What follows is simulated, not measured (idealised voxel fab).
The following is a process module called voxel self aligned vias.
cross-section cut | 280 nm wide | cells 5 nm
For the purposes of this document, a cross-section shall be understood as a grid of square cells, specified as bands listed in top-to-bottom order, each band consisting of one or more rows of cells.
Top height, bottom height, nm. Materials left to right, width each, nm. Single material + "throughout" = fills band edge to edge. "blank" = empty.
Ref level 0: as-received wafer is one material below here. Bottom band extends down with no lower bound ("0..down").
With a width like "30..40", each row of cells in the band differs from the next by the same amount, the top row carrying the first number and the bottom row the second.
Any step labelled "nothing different" changed none of the cells in the cross-section.
Listed in "Fully closed voids": every empty space of 8 or more cells without an open way to the top. Form: width x height at distance, the distance being from the left edge, all in nm.
Note: text after step settings on the step line = simulator remark on that step.
What "overlay nm" on a step's line means: if the step has a mask, that mask lay this far to the right of its planned place, or, when the value is negative, to the left.
Below is the list of planned process steps:
step 1: RECEIVE with material Si
step 2: CONFORMAL_DEP with material SiO2, thk nm 10
step 3: CONFORMAL_DEP with material SiCN, thk nm 5
step 4: DIRECTIONAL_DEP with material SiO2, thk nm 25
step 5: PATTERN with tone open, mask id LINES, material resist, width nm 25, pitch nm 60, thk nm 20, overlay nm 0
step 6: DIRECTIONAL_ETCH with etch materials SiO2, depth nm 25
step 7: STRIP with etch materials resist
step 8: CONFORMAL_DEP with material TiN, thk nm 5
step 9: FILL_DEP with material Ru, thk nm 10
step 10: CMP with height nm 40
step 11: SELECTIVE_ETCH with etch materials W Ru TiN, depth nm 10
step 12: FILL_DEP with material SiN, thk nm 5
step 13: CMP with height nm 40
step 14: DIRECTIONAL_DEP with material SiO2, thk nm 20
step 15: MASKED_ETCH with tone open, mask id VIAS, width nm 35, pitch nm 60, etch materials SiO2, depth nm 20, overlay nm -15
step 16: MASKED_ETCH with tone open, mask id VIAS, width nm 35, pitch nm 60, etch materials SiN, depth nm 10, overlay nm 0
step 17: CONFORMAL_DEP with material TiN, thk nm 5
step 18: FILL_DEP with material Ru, thk nm 5
step 19: CMP with height nm 60
step 20: CONFORMAL_DEP with material SiCN, thk nm 5
Variable across wafers: step 15 overlay nm (plan value is that of the first wafer; starting state common to all).
Step 1 complete: as-received cross-section of the first of several wafers:
  0..down = Si throughout
  Fully closed voids: none
End of module, by wafer: material-by-material cell gain (+) or loss (-) since receipt, then closed voids:
overlay nm -15, +46 Ru, +112 SiCN, +8 SiN, +510 SiO2, +52 TiN, Fully closed voids: none
overlay nm -10, +50 Ru, +112 SiCN, +4 SiN, +510 SiO2, +52 TiN, Fully closed voids: none
overlay nm -5, +54 Ru, +112 SiCN, +510 SiO2, +52 TiN, Fully closed voids: none
overlay nm 0, +54 Ru, +112 SiCN, +510 SiO2, +52 TiN, Fully closed voids: none
overlay nm 5, +54 Ru, +112 SiCN, +510 SiO2, +52 TiN, Fully closed voids: none
overlay nm 10, +50 Ru, +112 SiCN, +4 SiN, +510 SiO2, +52 TiN, Fully closed voids: none
overlay nm 15, +46 Ru, +112 SiCN, +8 SiN, +510 SiO2, +52 TiN, Fully closed voids: none
